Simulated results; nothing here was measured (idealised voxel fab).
The following process module bears the name voxel transistor to metal.
Pictured: cross-section cut, 205 nm wide, on a grid of 5 nm square cells.
Think of the cross-section as a grid of square cells. We describe it in bands, top to bottom, and each band covers one or more rows of those cells.
The entry gives the band's vertical extent as a top height and a bottom height in nm, then its horizontal make-up as materials from left to right, each with a width in nm. "air" stands for empty space; a single material marked "throughout" fills the band edge to edge.
Height datum 0, below which the as-received substrate wafer is one material. Lowest band open at the bottom, running downward: "top 0, no bottom".
It should be noted that a width expressed as "30->40" varies in equal increments from row to row of cells within the band, taking the value of the first number at the top row and that of the second number at the bottom row.
For the purposes of this document, the phrase "no alterations made" attached to a step denotes that no cell within the cross-section was modified by that step.
Heads up: "Enclosed cavities" only lists the empty pockets with no open path to the top that are 8 cells or more, and it writes them as width x height at distance, distance from the left edge, in nm.
On each step's line, the part that comes after the settings is the simulator's own comment on the step.
overlay nm: on a step with a mask, how far right of its planned place the mask lay; negative means left.

List of planned process steps:
- 1: RECEIVE | material Si
- 2: OXIDIZE | depth nm 5
- 3: CONFORMAL_DEP | material SiN | thk nm 15
- 4: DIRECTIONAL_DEP | material aC | thk nm 10
- 5: PATTERN | tone cover | mask id ACTIVE | material resist | width nm 105 | thk nm 25 | overlay nm 0
- 6: DIRECTIONAL_ETCH | etch materials aC | depth nm 10
- 7: STRIP | etch materials resist
- 8: DIRECTIONAL_ETCH | etch materials SiN | depth nm 15
- 9: DIRECTIONAL_ETCH | etch materials SiO2 | depth nm 5
- 10: DIRECTIONAL_ETCH | etch materials Si | depth nm 35
- 11: STRIP | etch materials aC
- 12: FILL_DEP | material SiO2 | thk nm 15
- 13: CMP | height nm 15
- 14: SELECTIVE_ETCH | etch materials SiO2 | depth nm 10
- 15: STRIP | etch materials SiN
- 16: SELECTIVE_ETCH | etch materials SiO2 | depth nm 5
- 17: OXIDIZE | depth nm 5
- 18: DIRECTIONAL_DEP | material polySi | thk nm 20
- 19: DIRECTIONAL_DEP | material SiCN | thk nm 15
- 20: MASKED_ETCH | tone cover | mask id GATE | width nm 25 | etch materials SiCN | depth nm 25 | overlay nm 0
- 21: MASKED_ETCH | tone cover | mask id GATE | width nm 25 | etch materials polySi | depth nm 30 | overlay nm 0
- 22: CONFORMAL_DEP | material SiN | thk nm 10
- 23: DIRECTIONAL_ETCH | etch materials SiN | depth nm 10
- 24: DIRECTIONAL_ETCH | etch materials SiO2 | depth nm 5
- 25: DIRECTIONAL_ETCH | etch materials Si | depth nm 15
- 26: EPI | material pSi | thk nm 15
- 27: FILL_DEP | material SiO2 | thk nm 10
- 28: CMP | height nm 15
- 29: STRIP | etch materials polySi
- 30: SELECTIVE_ETCH | etch materials SiO2 | depth nm 5
- 31: CONFORMAL_DEP | material HfO2 | thk nm 5
- 32: CONFORMAL_DEP | material TiN | thk nm 5
- 33: FILL_DEP | material W | thk nm 5
- 34: CMP | height nm 10
- 35: DIRECTIONAL_DEP | material SiO2 | thk nm 15
- 36: MASKED_ETCH | tone open | mask id CONTACT | width nm 15 | pitch nm 80 | etch materials SiO2 | depth nm 20 | overlay nm 0
- 37: CONFORMAL_DEP | material TiN | thk nm 5
- 38: FILL_DEP | material W | thk nm 5
- 39: CMP | height nm 25
- 40: CONFORMAL_DEP | material SiCN | thk nm 5
- 41: DIRECTIONAL_DEP | material SiO2 | thk nm 25
- 42: DIRECTIONAL_DEP | material aC | thk nm 10
- 43: PATTERN | tone open | mask id METAL_1 | material resist | width nm 15 | pitch nm 80 | thk nm 30 | overlay nm 0
- 44: DIRECTIONAL_ETCH | etch materials aC | depth nm 10
- 45: STRIP | etch materials resist
- 46: DIRECTIONAL_ETCH | etch materials SiO2 | depth nm 25
- 47: DIRECTIONAL_ETCH | etch materials SiCN | depth nm 5
- 48: STRIP | etch materials aC
- 49: CONFORMAL_DEP | material TiN | thk nm 5
- 50: FILL_DEP | material W | thk nm 5
- 51: CMP | height nm 55
- 52: EPI | material Ru | thk nm 5
- 53: FILL_DEP | material SiCN | thk nm 5

Shown in cross-section is the wafer as received, that is, as it stands after step 1:
	top 0, no bottom = Si throughout
	Enclosed cavities: none

Final wafer profile in cross-section after the module, from the same start and plan as above, with one mistake made during processing:
	top 65, bottom 60 = SiCN throughout
	top 60, bottom 55 = SiCN=45 / Ru=35 / SiCN=45 / Ru=35 / SiCN=45
	top 55, bottom 30 = SiO2=50 / TiN=5 / W=15 / TiN=5 / SiO2=55 / TiN=5 / W=15 / TiN=5 / SiO2=50
	top 30, bottom 25 = SiCN=50 / TiN=25 / SiCN=55 / TiN=25 / SiCN=50
	top 25, bottom 10 = SiO2=55 / TiN=5 / W=5 / TiN=5 / SiO2=65 / TiN=5 / W=5 / TiN=5 / SiO2=55
	top 10, bottom 5 = SiO2=55 / TiN=15 / SiO2=10 / SiN=10 / HfO2=5 / TiN=5 / W=5 / TiN=5 / HfO2=5 / SiN=10 / SiO2=10 / TiN=15 / SiO2=55
	top 5, bottom 0 = SiO2=50 / pSi=30 / SiN=10 / HfO2=5 / TiN=5 / W=5 / TiN=5 / HfO2=5 / SiN=10 / pSi=30 / SiO2=50
	top 0, bottom -5 = SiO2=45 / SiN=10 / pSi=25 / SiN=10 / HfO2=5 / TiN=15 / HfO2=5 / SiN=10 / pSi=25 / SiN=10 / SiO2=45
	top -5, bottom -10 = SiO2=55 / pSi=25 / SiO2=5 / HfO2=35 / SiO2=5 / pSi=25 / SiO2=55
	top -10, bottom -25 = SiO2=50 / Si=5 / pSi=25 / Si=45 / pSi=25 / Si=5 / SiO2=50
	top -25, bottom -40 = SiO2=50 / Si=105 / SiO2=50
	top -40, no bottom = Si throughout
	Enclosed cavities: none
Deviation noted in wafer processing: contrary to plan, step 43 was performed as PATTERN | tone open | mask id METAL_1 | material resist | width nm 25 | pitch nm 80 | thk nm 30 | overlay nm 0
